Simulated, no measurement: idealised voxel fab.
process module | voxel spacer lines
cross-section cut | 195 nm wide | cells 5 nm
A cross-section is a grid of square cells, given in bands from the top down. A band is one or more rows of cells.
Each band's line starts with the height of the band's top and of its bottom, in nm. Then come its materials from left to right, each with its width in nm. One material with "throughout" fills the band from edge to edge. "air" is empty space.
Height 0 is the level under which the wafer as received is all one material. The lowest band goes on downwards, as in "0 down".
A width such as "30 to 40" changes by the same amount from each row of cells to the next, from the band's top row to its bottom row.
"no change" after a step means that no cell of the cross-section changed.
closed voids: empty space of 8 cells or more with no open way to the top, each as width x height at its distance from the left edge, in nm
after a step's settings: what the simulator itself notes on the step
overlay nm, on a step with a mask: how far to the right of its planned place the mask lay; to the left if negative
plan
1 op RECEIVE | material Si
2 op CONFORMAL_DEP | material Al2O3 | thk nm 10
3 op DIRECTIONAL_DEP | material polySi | thk nm 10
4 op DIRECTIONAL_DEP | material aC | thk nm 25
5 op PATTERN | tone cover | mask id MANDREL | material resist | width nm 15 | pitch nm 50 | thk nm 35 | overlay nm 0
6 op DIRECTIONAL_ETCH | etch materials aC | depth nm 25
7 op STRIP | etch materials resist
8 op CONFORMAL_DEP | material SiO2 | thk nm 10
9 op DIRECTIONAL_ETCH | etch materials SiO2 | depth nm 10
10 op STRIP | etch materials aC
11 op DIRECTIONAL_ETCH | etch materials polySi | depth nm 10
12 op STRIP | etch materials SiO2
varied across the wafers: width nm of step 5. The plan shows the first wafer's value. All wafers start alike
first wafer as received, after step 1
  0 down: Si throughout
  closed voids: none
each wafer at the end: cells of each material gained (+) or lost (-) since it was received, then its closed voids
width nm 15 | +78 Al2O3 | +24 polySi | closed voids: none
width nm 20 | +78 Al2O3 | +24 polySi | closed voids: none
width nm 25 | +78 Al2O3 | +24 polySi | closed voids: none
width nm 30 | +78 Al2O3 | +24 polySi | closed voids: none
